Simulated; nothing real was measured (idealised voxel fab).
You're looking at the process module voxel self aligned contacts.
Section shown: cut. Width: 210 nm. Cell size: 5 nm, square.
Cross-section layout: square cells on a grid; listed as bands, top to bottom; a band spans one or more cell rows. Within each band entry, the heights of the top and of the bottom of the band appear first, in that order and in nm; the materials of the band then follow from left to right, each with its corresponding width in nm. The designation "edge to edge" on a single material indicates that it fills the band from edge to edge; the designation "blank" indicates empty space. Beneath 0, the wafer as received is one material, and that level is where height counting begins. The lowest band goes on downward without a bottom; it is written like "0 and below". Top row gets the first number, bottom row gets the second, and each row in between changes by the same step: that is how a band width like "30..40" works. What does "no modification" mean for a step? It means no cell of the cross-section changed in that step. So "Trapped void list" is basically the list of trapped voids: any empty space of 8 cells or more that can't reach the top through an opening. They're written width x height at distance, the distance being from the left edge, and it's all nm. Where a step's line continues beyond its settings, the continuation is a remark by the simulator itself on that step. overlay nm, on a step with a mask: how far to the right of its planned place the mask lay; to the left if negative.
### So here's the lineup of process steps we planned
step 1: RECEIVE (material Si)
step 2: OXIDIZE (depth nm 5)
step 3: DIRECTIONAL_DEP (material polySi; thk nm 30)
step 4: DIRECTIONAL_DEP (material SiN; thk nm 20)
step 5: MASKED_ETCH (tone cover; mask id GATE; width nm 25; pitch nm 60; etch materials SiN; depth nm 20; overlay nm -15)
step 6: MASKED_ETCH (tone cover; mask id GATE; width nm 25; pitch nm 60; etch materials polySi; depth nm 30; overlay nm 0)
step 7: CONFORMAL_DEP (material SiN; thk nm 10)
step 8: DIRECTIONAL_ETCH (etch materials SiN; depth nm 10)
step 9: FILL_DEP (material SiO2; thk nm 15)
step 10: CMP (height nm 60)
step 11: MASKED_ETCH (tone open; mask id CONTACT; width nm 45; etch materials SiO2; depth nm 65; overlay nm 0)
step 12: CONFORMAL_DEP (material TiN; thk nm 5)
step 13: FILL_DEP (material W; thk nm 10)
step 14: CMP (height nm 60)
step 15: CONFORMAL_DEP (material SiN; thk nm 5)
The overlay nm used in step 5 is not the same on every wafer, whereas the starting condition is; the value printed in the plan is the first wafer's.
### The first of several wafers as received, shown in cross-section; this is its state after step 1
    0 and below = Si edge to edge
    Trapped void list: none
### Per-wafer rows below. For each material: cells gained (+) or lost (-) since the wafer was received, as of end of module. Then: closed voids
overlay nm -15 | -42 Si | +162 SiN | +300 SiO2 | +19 TiN | +11 W | +96 polySi | Trapped void list: none
overlay nm -10 | -42 Si | +162 SiN | +305 SiO2 | +26 TiN | +11 W | +84 polySi | Trapped void list: none
overlay nm -5 | -42 Si | +162 SiN | +310 SiO2 | +33 TiN | +11 W | +72 polySi | Trapped void list: none
overlay nm 0 | -42 Si | +162 SiN | +315 SiO2 | +33 TiN | +18 W | +60 polySi | Trapped void list: none
overlay nm 5 | -42 Si | +162 SiN | +310 SiO2 | +33 TiN | +11 W | +72 polySi | Trapped void list: none
overlay nm 10 | -42 Si | +162 SiN | +305 SiO2 | +26 TiN | +11 W | +84 polySi | Trapped void list: none
overlay nm 15 | -42 Si | +162 SiN | +300 SiO2 | +19 TiN | +11 W | +96 polySi | Trapped void list: none
